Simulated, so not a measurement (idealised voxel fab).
Herein follows the process module entitled voxel double patterning.
Each square cell in cross-section cut measures 5 nm, and the section as a whole is 175 nm wide.
How to read a cross-section here: the picture is a grid of square cells, written as bands going from the top down, and any band can span one or more rows of cells.
Quick guide to a band line: top height, bottom height (nm) up front; then every material left to right with its width in nm. Only one material and it's marked "everywhere"? Then it fills the band edge to edge. And "blank" just means empty space.
The level at which height equals 0 is the one under which the wafer, as it arrives, is entirely one material. No lower edge exists for the bottom band, which continues downward and is notated as in "top 0, no bottom".
A width such as "30 to 40" changes by the same amount from each row of cells to the next, from the band's top row to its bottom row.
No cell of the cross-section changed in a step that is given as "nothing got changed".
"Closed-off voids" - sealed voids, min. 8 cells, no opening to top; format: width x height at distance (distance from left edge; nm throughout).
after a step's settings: what the simulator itself notes on the step
What "overlay nm" on a step's line means: if the step has a mask, that mask lay this far to the right of its planned place, or, when the value is negative, to the left.

THE STEPS PLANNED FOR THE PROCESS ARE AS FOLLOWS
step 1: op RECEIVE | material Si
step 2: op CONFORMAL_DEP | material SiN | thk nm 10
step 3: op DIRECTIONAL_DEP | material SiO2 | thk nm 10
step 4: op DIRECTIONAL_DEP | material SiCN | thk nm 5
step 5: op DIRECTIONAL_DEP | material aC | thk nm 10
step 6: op PATTERN | tone open | mask id FIRST | material resist | width nm 15 | pitch nm 50 | thk nm 30 | overlay nm 0
step 7: op DIRECTIONAL_ETCH | etch materials aC | depth nm 10
step 8: op STRIP | etch materials resist
step 9: op DIRECTIONAL_ETCH | etch materials SiCN | depth nm 5
step 10: op STRIP | etch materials aC
step 11: op MASKED_ETCH | tone open | mask id SECOND | width nm 15 | etch materials SiCN | depth nm 5 | overlay nm 0
step 12: op DIRECTIONAL_ETCH | etch materials SiO2 | depth nm 10
step 13: op STRIP | etch materials SiCN

THE FIRST OF THE TWO WAFERS, WHICH RAN AS PLANNED

AS-RECEIVED STATE OF THE WAFER IN CROSS-SECTION, EQUIVALENT TO POST-STEP 1
- top 0, no bottom | Si everywhere
- Closed-off voids: none

AFTER STEP 2
- top 10, bottom 0 | SiN everywhere
- Heights below 0 show no change.

AFTER STEP 3
- top 20, bottom 10 | SiO2 everywhere
- Heights below 10 show no change.

AFTER STEP 4
- top 25, bottom 20 | SiCN everywhere
- Heights below 20 show no change.

AFTER STEP 5
- top 35, bottom 25 | aC everywhere
- Heights below 25 show no change.

AFTER STEP 6
- top 65, bottom 35 | 55 of resist, 15 of blank, 35 of resist, 15 of blank, 55 of resist
- Heights below 35 show no change.

AFTER STEP 7
- top 55, bottom 35 | 55 of resist, 15 of blank, 35 of resist, 15 of blank, 55 of resist
- top 35, bottom 25 | 55 of aC, 15 of blank, 35 of aC, 15 of blank, 55 of aC
- Heights below 25 show no change.

AFTER STEP 8
- top 35, bottom 25 | 55 of aC, 15 of blank, 35 of aC, 15 of blank, 55 of aC
- Heights below 25 show no change.

AFTER STEP 9
- top 35, bottom 25 | 55 of aC, 15 of blank, 35 of aC, 15 of blank, 55 of aC
- top 25, bottom 20 | 55 of SiCN, 15 of blank, 35 of SiCN, 15 of blank, 55 of SiCN
- Heights below 20 show no change.

AFTER STEP 10
- top 25, bottom 20 | 55 of SiCN, 15 of blank, 35 of SiCN, 15 of blank, 55 of SiCN
- Heights below 20 show no change.

AFTER STEP 11
- top 25, bottom 20 | 55 of SiCN, 15 of blank, 10 of SiCN, 15 of blank, 10 of SiCN, 15 of blank, 55 of SiCN
- Heights below 20 show no change.

AFTER STEP 12
- top 25, bottom 20 | 55 of SiCN, 15 of blank, 10 of SiCN, 15 of blank, 10 of SiCN, 15 of blank, 55 of SiCN
- top 20, bottom 10 | 55 of SiO2, 15 of blank, 10 of SiO2, 15 of blank, 10 of SiO2, 15 of blank, 55 of SiO2
- Heights below 10 show no change.

AFTER STEP 13
- top 20, bottom 10 | 55 of SiO2, 15 of blank, 10 of SiO2, 15 of blank, 10 of SiO2, 15 of blank, 55 of SiO2
- Heights below 10 show no change.

THE SECOND WAFER: COMMON ORIGIN AND PLAN, ONE MISTAKE IN EXECUTION, IDENTICAL TO THE FIRST THROUGH STEP 2

CROSS-SECTION OF THE SECOND WAFER AT THE TIME BY WHICH STEP 3 SHOULD HAVE BEEN COMPLETED ACCORDING TO THE PLAN
- top 25, bottom 10 | SiO2 everywhere
- Heights below 10 show no change.

CROSS-SECTION OF THE SECOND WAFER AT THE TIME BY WHICH STEP 4 SHOULD HAVE BEEN COMPLETED ACCORDING TO THE PLAN
- top 30, bottom 25 | SiCN everywhere
- Heights below 25 show no change.

CROSS-SECTION OF THE SECOND WAFER AT THE TIME BY WHICH STEP 5 SHOULD HAVE BEEN COMPLETED ACCORDING TO THE PLAN
- top 40, bottom 30 | aC everywhere
- Heights below 30 show no change.

CROSS-SECTION OF THE SECOND WAFER AT THE TIME BY WHICH STEP 6 SHOULD HAVE BEEN COMPLETED ACCORDING TO THE PLAN
- top 70, bottom 40 | 55 of resist, 15 of blank, 35 of resist, 15 of blank, 55 of resist
- Heights below 40 show no change.

CROSS-SECTION OF THE SECOND WAFER AT THE TIME BY WHICH STEP 7 SHOULD HAVE BEEN COMPLETED ACCORDING TO THE PLAN
- top 60, bottom 40 | 55 of resist, 15 of blank, 35 of resist, 15 of blank, 55 of resist
- top 40, bottom 30 | 55 of aC, 15 of blank, 35 of aC, 15 of blank, 55 of aC
- Heights below 30 show no change.

CROSS-SECTION OF THE SECOND WAFER AT THE TIME BY WHICH STEP 8 SHOULD HAVE BEEN COMPLETED ACCORDING TO THE PLAN
- top 40, bottom 30 | 55 of aC, 15 of blank, 35 of aC, 15 of blank, 55 of aC
- Heights below 30 show no change.

CROSS-SECTION OF THE SECOND WAFER AT THE TIME BY WHICH STEP 9 SHOULD HAVE BEEN COMPLETED ACCORDING TO THE PLAN
- top 40, bottom 30 | 55 of aC, 15 of blank, 35 of aC, 15 of blank, 55 of aC
- top 30, bottom 25 | 55 of SiCN, 15 of blank, 35 of SiCN, 15 of blank, 55 of SiCN
- Heights below 25 show no change.

CROSS-SECTION OF THE SECOND WAFER AT THE TIME BY WHICH STEP 10 SHOULD HAVE BEEN COMPLETED ACCORDING TO THE PLAN
- top 30, bottom 25 | 55 of SiCN, 15 of blank, 35 of SiCN, 15 of blank, 55 of SiCN
- Heights below 25 show no change.

CROSS-SECTION OF THE SECOND WAFER AT THE TIME BY WHICH STEP 11 SHOULD HAVE BEEN COMPLETED ACCORDING TO THE PLAN
- top 30, bottom 25 | 55 of SiCN, 15 of blank, 10 of SiCN, 15 of blank, 10 of SiCN, 15 of blank, 55 of SiCN
- Heights below 25 show no change.

CROSS-SECTION OF THE SECOND WAFER AT THE TIME BY WHICH STEP 12 SHOULD HAVE BEEN COMPLETED ACCORDING TO THE PLAN
- top 30, bottom 25 | 55 of SiCN, 15 of blank, 10 of SiCN, 15 of blank, 10 of SiCN, 15 of blank, 55 of SiCN
- top 25, bottom 15 | 55 of SiO2, 15 of blank, 10 of SiO2, 15 of blank, 10 of SiO2, 15 of blank, 55 of SiO2
- Heights below 15 show no change.

CROSS-SECTION OF THE SECOND WAFER AT THE TIME BY WHICH STEP 13 SHOULD HAVE BEEN COMPLETED ACCORDING TO THE PLAN
- top 25, bottom 15 | 55 of SiO2, 15 of blank, 10 of SiO2, 15 of blank, 10 of SiO2, 15 of blank, 55 of SiO2
- Heights below 15 show no change.
Deviation from plan: planned and actual differ for step 3; actual: op DIRECTIONAL_DEP | material SiO2 | thk nm 15
Counted in cells at the end, the second wafer holds more or fewer of these materials than the first: 35 more of SiO2
